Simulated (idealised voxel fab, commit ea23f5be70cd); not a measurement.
Title: Process Module voxel fin reveal
Pictured: cross-section cut, 210 nm wide, on a grid of 5 nm square cells.
Cross-section spec: square-cell grid; bands listed top down; each band is one or more rows. Read a band's entry like this: the first values are the height of its top and the height of its bottom in nm, and what follows is the sequence of materials from left to right, each with its width in nm. Note that "empty" is empty space, and that a single material marked "full width" reaches across the band from edge to edge. Heads up on the height convention: 0 is the point under which the incoming wafer is all one material, and the lowest band has no bottom, it just keeps going down, like "z 0 and below". Graded width ("30 to 40"): value in top row of band = first number; value in bottom row = second number; row-to-row change constant. When a step is marked "no alterations made", none of the cells in the cross-section changed during that step. You'll see "Sealed void inventory" listing empty spaces that have no way open to the top, as long as they're 8 cells or more; the notation is width x height at distance, where the distance is from the left edge, and all of it is in nm. after a step's settings: what the simulator itself notes on the step. overlay nm: for a step with a mask, the amount by which the mask lay right of where it was planned; a negative amount means left of it.
Set out below are the planned steps of the process
1. RECEIVE [material Si]
2. CONFORMAL_DEP [material SiN] [thk nm 5]
3. PATTERN [tone cover] [mask id FINS] [material resist] [width nm 15] [pitch nm 40] [thk nm 20] [overlay nm 0]
4. DIRECTIONAL_ETCH [etch materials SiN] [depth nm 5]
5. DIRECTIONAL_ETCH [etch materials Si] [depth nm 35]
6. STRIP [etch materials resist]
7. FILL_DEP [material SiO2] [thk nm 5]
8. CMP [height nm 5]
9. SELECTIVE_ETCH [etch materials SiO2] [depth nm 30]
10. STRIP [etch materials SiN]
11. CONFORMAL_DEP [material HfO2] [thk nm 5]
Cross-section of the wafer at receipt, which is the condition after step 1
    z 0 and below  Si full width
    Sealed void inventory: none
What the wafer looks like in cross-section after this module, when it starts as shown above and follows the plan above but one mistake is made in running it
    z 5 to 0  HfO2: 40 | empty: 5 | HfO2: 35 | empty: 5 | HfO2: 35 | empty: 5 | HfO2: 35 | empty: 5 | HfO2: 45
    z 0 to -20  Si: 35 | HfO2: 5 | empty: 5 | HfO2: 5 | Si: 25 | HfO2: 5 | empty: 5 | HfO2: 5 | Si: 25 | HfO2: 5 | empty: 5 | HfO2: 5 | Si: 25 | HfO2: 5 | empty: 5 | HfO2: 5 | Si: 40
    z -20 to -25  Si: 35 | HfO2: 15 | Si: 25 | HfO2: 15 | Si: 25 | HfO2: 15 | Si: 25 | HfO2: 15 | Si: 40
    z -25 to -35  Si: 35 | SiO2: 15 | Si: 25 | SiO2: 15 | Si: 25 | SiO2: 15 | Si: 25 | SiO2: 15 | Si: 40
    z -35 and below  Si full width
    Sealed void inventory: none
So what did we get wrong on this run? off-plan run, step 3, actual operation and settings PATTERN [tone open] [mask id FINS] [material resist] [width nm 15] [pitch nm 40] [thk nm 20] [overlay nm 0]
